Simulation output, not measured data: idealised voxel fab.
Module name: voxel wiring stack (process module)
FYI the section here is cut, 195 nm wide, cells are 5 nm squares.
Cross-section format: a grid of square cells, given as bands from top to bottom; each band is one or more rows of cells. Heights first: top, then bottom, in nm. Then materials, left to right, each with a width in nm. "everywhere" on a single material: fills the band edge to edge. "empty": empty space. Heads up on the height convention: 0 is the point under which the incoming wafer is all one material, and the lowest band has no bottom, it just keeps going down, like "top 0, no bottom". Think of "30..40" as a width that walks from the first number to the second as you go down the band, top row to bottom row, taking equal-sized steps from row to row. Reading "no alterations made" for a step: not a cell of the cross-section changed in it. Enclosed voids (no open way to top), threshold 8 cells or more, entry "Enclosed empty spaces", notation width x height at distance, distance from left edge, nm. Anything after a step's settings on that line? It's the simulator's own note about the step. overlay nm: mask right of planned place by this much (step with mask). Neg. = left.

Steps in the process plan
1 op RECEIVE | material Si
2 op CONFORMAL_DEP | material SiO2 | thk nm 10
3 op CONFORMAL_DEP | material SiN | thk nm 5
4 op DIRECTIONAL_DEP | material SiO2 | thk nm 15
5 op DIRECTIONAL_DEP | material aC | thk nm 15
6 op PATTERN | tone open | mask id METAL_1 | material resist | width nm 25 | pitch nm 40 | thk nm 35 | overlay nm 0
7 op DIRECTIONAL_ETCH | etch materials aC | depth nm 15
8 op STRIP | etch materials resist
9 op DIRECTIONAL_ETCH | etch materials SiO2 | depth nm 15
10 op DIRECTIONAL_ETCH | etch materials SiN | depth nm 5
11 op STRIP | etch materials aC
12 op CONFORMAL_DEP | material TiN | thk nm 5
13 op FILL_DEP | material W | thk nm 10
14 op CMP | height nm 30
15 op EPI | material Ru | thk nm 5
16 op FILL_DEP | material SiCN | thk nm 5
17 op DIRECTIONAL_DEP | material lowk | thk nm 15
18 op DIRECTIONAL_DEP | material aC | thk nm 10
19 op PATTERN | tone open | mask id PLUG_1 | material resist | width nm 15 | pitch nm 40 | thk nm 30 | overlay nm 0
20 op DIRECTIONAL_ETCH | etch materials aC | depth nm 10
21 op STRIP | etch materials resist
22 op DIRECTIONAL_ETCH | etch materials lowk | depth nm 15
23 op DIRECTIONAL_ETCH | etch materials SiCN | depth nm 5
24 op STRIP | etch materials aC
25 op CONFORMAL_DEP | material TiN | thk nm 5
26 op FILL_DEP | material W | thk nm 10
27 op CMP | height nm 55
28 op CONFORMAL_DEP | material SiN | thk nm 5
29 op DIRECTIONAL_DEP | material SiO2 | thk nm 20
30 op MASKED_ETCH | tone open | mask id METAL_2 | width nm 25 | pitch nm 40 | etch materials SiO2 | depth nm 20 | overlay nm 0
31 op MASKED_ETCH | tone open | mask id METAL_2 | width nm 25 | pitch nm 40 | etch materials SiN | depth nm 5 | overlay nm 0
32 op CONFORMAL_DEP | material TiN | thk nm 5
33 op FILL_DEP | material Cu | thk nm 5
34 op CMP | height nm 80
35 op CONFORMAL_DEP | material SiCN | thk nm 5
36 op DIRECTIONAL_DEP | material SiO2 | thk nm 20
37 op DIRECTIONAL_DEP | material aC | thk nm 15
38 op PATTERN | tone open | mask id PLUG_2 | material resist | width nm 15 | pitch nm 40 | thk nm 30 | overlay nm 0
39 op DIRECTIONAL_ETCH | etch materials aC | depth nm 15
40 op STRIP | etch materials resist
41 op DIRECTIONAL_ETCH | etch materials SiO2 | depth nm 20
42 op DIRECTIONAL_ETCH | etch materials SiCN | depth nm 5
43 op STRIP | etch materials aC
44 op CONFORMAL_DEP | material TiN | thk nm 5
45 op FILL_DEP | material W | thk nm 10
46 op CMP | height nm 105
47 op DIRECTIONAL_DEP | material TiN | thk nm 5
48 op DIRECTIONAL_DEP | material W | thk nm 25
49 op PATTERN | tone cover | mask id METAL_3 | material resist | width nm 25 | pitch nm 40 | thk nm 20 | overlay nm 0
50 op DIRECTIONAL_ETCH | etch materials W | depth nm 25
51 op DIRECTIONAL_ETCH | etch materials TiN | depth nm 5
52 op STRIP | etch materials resist
53 op FILL_DEP | material lowk | thk nm 5
54 op CMP | height nm 135
55 op CONFORMAL_DEP | material SiN | thk nm 5

As received (post step 1): cross-section
* top 0, no bottom: Si everywhere
* Enclosed empty spaces: none

Here's the wafer cut in cross-section after the module, started and planned just like above, except one thing was done wrong in the run
* top 140, bottom 135: SiN everywhere
* top 135, bottom 110: W (45)  lowk (25)  W (15)  lowk (25)  W (15)  lowk (25)  W (45)
* top 110, bottom 105: TiN (45)  lowk (25)  TiN (15)  lowk (25)  TiN (15)  lowk (25)  TiN (45)
* top 105, bottom 85: SiO2 (45)  TiN (5)  W (5)  TiN (5)  SiO2 (25)  TiN (5)  W (5)  TiN (5)  SiO2 (25)  TiN (5)  W (5)  TiN (5)  SiO2 (55)
* top 85, bottom 80: SiCN (45)  TiN (15)  SiCN (25)  TiN (15)  SiCN (25)  TiN (15)  SiCN (55)
* top 80, bottom 60: SiO2 (45)  TiN (5)  Cu (15)  TiN (5)  SiO2 (15)  TiN (5)  Cu (15)  TiN (5)  SiO2 (15)  TiN (5)  Cu (15)  TiN (5)  SiO2 (45)
* top 60, bottom 55: SiN (45)  TiN (25)  SiN (15)  TiN (25)  SiN (15)  TiN (25)  SiN (45)
* top 55, bottom 40: lowk (45)  TiN (5)  W (5)  TiN (5)  lowk (25)  TiN (5)  W (5)  TiN (5)  lowk (25)  TiN (5)  W (5)  TiN (5)  lowk (55)
* top 40, bottom 35: SiCN (45)  TiN (15)  SiCN (25)  TiN (15)  SiCN (25)  TiN (15)  SiCN (55)
* top 35, bottom 30: SiCN (40)  Ru (35)  SiCN (5)  Ru (35)  SiCN (5)  Ru (35)  SiCN (40)
* top 30, bottom 15: SiO2 (45)  TiN (5)  W (15)  TiN (5)  SiO2 (15)  TiN (5)  W (15)  TiN (5)  SiO2 (15)  TiN (5)  W (15)  TiN (5)  SiO2 (45)
* top 15, bottom 10: SiN (45)  TiN (25)  SiN (15)  TiN (25)  SiN (15)  TiN (25)  SiN (45)
* top 10, bottom 0: SiO2 everywhere
* top 0, no bottom: Si everywhere
* Enclosed empty spaces: none
Finding, execution versus plan: step 49 was run on a setting that differed from the plan, and what really ran there is op PATTERN | tone open | mask id METAL_3 | material resist | width nm 25 | pitch nm 40 | thk nm 20 | overlay nm 0
